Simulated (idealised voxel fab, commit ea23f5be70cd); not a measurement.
Process module heading - voxel capacitor over wiring
Each square cell in cross-section cut measures 5 nm, and the section as a whole is 285 nm wide.
Cross-section spec: square-cell grid; bands listed top down; each band is one or more rows.
Band: top and bottom heights (nm) first, top before bottom; then materials from left to right, widths in nm. "throughout" marks a sole material filling the band edge to edge. "air" denotes empty space.
Height is counted from the level 0, under which the received wafer is composed throughout of one material. The lowest of the bands is not closed at the bottom but continues downward, in the notation "top 0, no bottom".
Width spec "30->40" -> top row of cells at first value, bottom row at second value, equal per-row change in between.
No cell of the cross-section changed in a step that is given as "all unchanged".
Entry "closed voids". Content: empty spaces with no open connection to the top, size 8 cells or greater. Each: width x height at distance. Distance: from left edge. Unit: nm.
The remark found on a step's line after its settings is issued by the simulator itself and pertains to that step.
If you see "overlay nm" on a step's line and that step has a mask, it's telling you how far right of where it was planned the mask ended up; a negative number means it went left instead.

PLAN
step 1: RECEIVE: material Si
step 2: CONFORMAL_DEP: material SiO2, thk nm 10
step 3: CONFORMAL_DEP: material SiN, thk nm 5
step 4: DIRECTIONAL_DEP: material SiO2, thk nm 20
step 5: MASKED_ETCH: tone open, mask id METAL_1, width nm 30, pitch nm 80, etch materials SiO2, depth nm 20, overlay nm 0
step 6: MASKED_ETCH: tone open, mask id METAL_1, width nm 30, pitch nm 80, etch materials SiN, depth nm 5, overlay nm 0
step 7: CONFORMAL_DEP: material TiN, thk nm 5
step 8: FILL_DEP: material W, thk nm 10
step 9: CMP: height nm 35
step 10: CONFORMAL_DEP: material SiCN, thk nm 5
step 11: DIRECTIONAL_DEP: material lowk, thk nm 20
step 12: PATTERN: tone open, mask id PLUG_1, material resist, width nm 15, thk nm 20, overlay nm 0
step 13: DIRECTIONAL_ETCH: etch materials lowk, depth nm 20
step 14: DIRECTIONAL_ETCH: etch materials SiCN, depth nm 5
step 15: STRIP: etch materials resist
step 16: CONFORMAL_DEP: material TiN, thk nm 5
step 17: FILL_DEP: material Cu, thk nm 10
step 18: CMP: height nm 60
step 19: DIRECTIONAL_DEP: material TiN, thk nm 5
step 20: DIRECTIONAL_DEP: material SiN, thk nm 5
step 21: DIRECTIONAL_DEP: material TiN, thk nm 10
step 22: MASKED_ETCH: tone cover, mask id UPPER_PLATE, width nm 55, etch materials TiN, depth nm 10, overlay nm 0
step 23: MASKED_ETCH: tone cover, mask id UPPER_PLATE, width nm 55, etch materials SiN, depth nm 5, overlay nm 0
step 24: DIRECTIONAL_DEP: material aC, thk nm 10
step 25: PATTERN: tone cover, mask id LOWER_PLATE, material resist, width nm 65, thk nm 30, overlay nm 0
step 26: DIRECTIONAL_ETCH: etch materials aC, depth nm 10
step 27: STRIP: etch materials resist
step 28: DIRECTIONAL_ETCH: etch materials TiN, depth nm 5
step 29: STRIP: etch materials aC
step 30: FILL_DEP: material SiO2, thk nm 15
step 31: CMP: height nm 90
step 32: MASKED_ETCH: tone open, mask id PLUG_2, width nm 15, etch materials SiO2, depth nm 10, overlay nm 0
step 33: CONFORMAL_DEP: material TiN, thk nm 5
step 34: FILL_DEP: material Ru, thk nm 5
step 35: CMP: height nm 90
step 36: CONFORMAL_DEP: material SiN, thk nm 5

HERE'S WHAT THE WAFER LOOKED LIKE IN CROSS-SECTION WHEN IT ARRIVED - THAT'S AFTER STEP 1
  top 0, no bottom: Si throughout
  closed voids: none

CROSS-SECTIONAL VIEW OF THE FIRST OF THE TWO WAFERS UPON COMPLETION OF THE MODULE, PROCESSED IN ACCORDANCE WITH THE PLAN
  top 95, bottom 90: SiN throughout
  top 90, bottom 85: 110 of SiO2; 5 of TiN; 5 of Ru; 5 of TiN; 160 of SiO2
  top 85, bottom 80: 110 of SiO2; 15 of TiN; 160 of SiO2
  top 80, bottom 70: 100 of SiO2; 55 of TiN; 130 of SiO2
  top 70, bottom 65: 100 of SiO2; 55 of SiN; 130 of SiO2
  top 65, bottom 60: 95 of SiO2; 65 of TiN; 125 of SiO2
  top 60, bottom 40: 100 of lowk; 5 of TiN; 5 of Cu; 5 of TiN; 170 of lowk
  top 40, bottom 35: 100 of SiCN; 15 of TiN; 170 of SiCN
  top 35, bottom 15: 85 of SiO2; 5 of TiN; 20 of W; 5 of TiN; 50 of SiO2; 5 of TiN; 20 of W; 5 of TiN; 90 of SiO2
  top 15, bottom 10: 85 of SiN; 30 of TiN; 50 of SiN; 30 of TiN; 90 of SiN
  top 10, bottom 0: SiO2 throughout
  top 0, no bottom: Si throughout
  closed voids: none

CROSS-SECTION OF THE LATTER OF THE TWO WAFERS AT MODULE COMPLETION. IT HAD AN IDENTICAL START AND AN IDENTICAL PLAN TO THE FORMER; IN RUNNING IT, ONE MISTAKE WAS MADE
  top 95, bottom 90: SiN throughout
  top 90, bottom 85: 110 of SiO2; 5 of TiN; 5 of Ru; 5 of TiN; 160 of SiO2
  top 85, bottom 80: 110 of SiO2; 15 of TiN; 160 of SiO2
  top 80, bottom 75: 95 of SiO2; 5 of TiN; 55 of SiO2; 5 of TiN; 125 of SiO2
  top 75, bottom 70: 100 of TiN; 55 of SiO2; 130 of TiN
  top 70, bottom 65: SiN throughout
  top 65, bottom 60: TiN throughout
  top 60, bottom 40: 100 of lowk; 5 of TiN; 5 of Cu; 5 of TiN; 170 of lowk
  top 40, bottom 35: 100 of SiCN; 15 of TiN; 170 of SiCN
  top 35, bottom 15: 85 of SiO2; 5 of TiN; 20 of W; 5 of TiN; 50 of SiO2; 5 of TiN; 20 of W; 5 of TiN; 90 of SiO2
  top 15, bottom 10: 85 of SiN; 30 of TiN; 50 of SiN; 30 of TiN; 90 of SiN
  top 10, bottom 0: SiO2 throughout
  top 0, no bottom: Si throughout
  closed voids: none
Want to know what went wrong? step 22 was run on a setting that differed from the plan, and what really ran there is MASKED_ETCH: tone open, mask id UPPER_PLATE, width nm 55, etch materials TiN, depth nm 10, overlay nm 0
End of process, cell counts, second wafer against first, materials with more or fewer: SiN: 46 more; SiO2: 116 fewer; TiN: 70 more
